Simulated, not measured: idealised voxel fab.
Module name: voxel spacer lines (process module)
Xsec cut, 225 nm wide, square cell size 5 nm.
In what follows, cross-sections appear as grids of square cells, described through bands that run from the top down, where every band is one or more rows of cells.
Heights first: top, then bottom, in nm. Then materials, left to right, each with a width in nm. "throughout" on a single material: fills the band edge to edge. "blank": empty space.
Heads up on the height convention: 0 is the point under which the incoming wafer is all one material, and the lowest band has no bottom, it just keeps going down, like "0 and below".
A width given as "30 to 40" starts at the first number in the band's top row and ends at the second number in its bottom row, shifting by an equal amount at every step from row to row.
"identical to before" means the step left every cell of the cross-section as it was.
Look at "Unvented voids" for the closed voids: empty spaces with no open path to the top, sized 8 cells or up. Each is width x height at distance, distance from the left edge, all nm.
If you see something after the settings on a step's line, that's the simulator's own remark about that step.
overlay nm: step with mask; distance mask lay right of planned place; negative value = left of planned place.
## This section lists the process steps that were planned
- 1: RECEIVE,material Si
- 2: CONFORMAL_DEP,material Al2O3,thk nm 10
- 3: DIRECTIONAL_DEP,material polySi,thk nm 10
- 4: DIRECTIONAL_DEP,material aC,thk nm 25
- 5: PATTERN,tone cover,mask id MANDREL,material resist,width nm 25,pitch nm 70,thk nm 30,overlay nm 0
- 6: DIRECTIONAL_ETCH,etch materials aC,depth nm 25
- 7: STRIP,etch materials resist
- 8: CONFORMAL_DEP,material SiO2,thk nm 10
- 9: DIRECTIONAL_ETCH,etch materials SiO2,depth nm 10
- 10: STRIP,etch materials aC
- 11: DIRECTIONAL_ETCH,etch materials polySi,depth nm 10
- 12: STRIP,etch materials SiO2
## Wafer at receipt (post step 1), cross-section
    0 and below | Si throughout
    Unvented voids: none
## The following cross-section depicts the wafer upon conclusion of the module. Processing commenced from the starting condition illustrated above and adhered to the plan illustrated above, save for one mistake in execution
    45 down to 20 | blank 55; polySi 10; aC 25; polySi 10; blank 25; polySi 10; aC 25; polySi 10; blank 55
    20 down to 10 | polySi throughout
    10 down to 0 | Al2O3 throughout
    0 and below | Si throughout
    Unvented voids: none
What went wrong in running the wafer? the process deviated at step 8: the operation and settings actually run there were CONFORMAL_DEP,material polySi,thk nm 10
